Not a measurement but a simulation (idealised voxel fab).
process module | voxel ribs on slabs
cross-section cut | 190 nm wide | cells 5 nm
A cross-section is a grid of square cells, given in bands from the top down. A band is one or more rows of cells.
Each band's line starts with the height of the band's top and of its bottom, in nm. Then come its materials from left to right, each with its width in nm. One material with "throughout" fills the band from edge to edge. "air" is empty space.
Height 0 is the level under which the wafer as received is all one material. The lowest band goes on downwards, as in "0 down".
A width such as "30 to 40" changes by the same amount from each row of cells to the next, from the band's top row to its bottom row.
"no change" after a step means that no cell of the cross-section changed.
closed voids: empty space of 8 cells or more with no open way to the top, each as width x height at its distance from the left edge, in nm
after a step's settings: what the simulator itself notes on the step
overlay nm, on a step with a mask: how far to the right of its planned place the mask lay; to the left if negative
plan
1 op RECEIVE | material Si
2 op DIRECTIONAL_DEP | material SiO2 | thk nm 20
3 op DIRECTIONAL_DEP | material SiN | thk nm 20
4 op DIRECTIONAL_DEP | material aC | thk nm 10
5 op PATTERN | tone cover | mask id RIB | material resist | width nm 30 | thk nm 30 | overlay nm 0
6 op DIRECTIONAL_ETCH | etch materials aC | depth nm 10
7 op STRIP | etch materials resist
8 op DIRECTIONAL_ETCH | etch materials SiN | depth nm 10
9 op STRIP | etch materials aC
10 op MASKED_ETCH | tone cover | mask id SLAB | width nm 70 | etch materials SiN | depth nm 10 | overlay nm 0
11 op FILL_DEP | material SiO2 | thk nm 20
12 op CMP | height nm 55
13 op DIRECTIONAL_DEP | material TiN | thk nm 10
14 op PATTERN | tone cover | mask id HEATER | material resist | width nm 40 | thk nm 20 | overlay nm 0
15 op DIRECTIONAL_ETCH | etch materials TiN | depth nm 10
16 op STRIP | etch materials resist
17 op CONFORMAL_DEP | material SiN | thk nm 5
as received, after step 1
  0 down: Si throughout
  closed voids: none
first wafer at the end, as planned
  70 to 65: air 70 | SiN 50 | air 70
  65 to 60: air 70 | SiN 5 | TiN 40 | SiN 5 | air 70
  60 to 55: SiN 75 | TiN 40 | SiN 75
  55 to 40: SiO2 throughout
  40 to 30: SiO2 80 | SiN 30 | SiO2 80
  30 to 20: SiO2 60 | SiN 70 | SiO2 60
  20 to 0: SiO2 throughout
  0 down: Si throughout
  closed voids: none
second wafer at the end: like start, like plan, one mistake
  70 to 65: air 70 | SiN 50 | air 70
  65 to 60: air 70 | SiN 5 | TiN 40 | SiN 5 | air 70
  60 to 55: SiN 75 | TiN 40 | SiN 75
  55 to 50: SiO2 80 | SiN 30 | SiO2 80
  50 to 40: SiO2 60 | SiN 70 | SiO2 60
  40 to 0: SiO2 throughout
  0 down: Si throughout
  closed voids: none
what went wrong: step 2 was run twice
at the end the second wafer has, in cells: 6 fewer of SiN | 6 more of SiO2
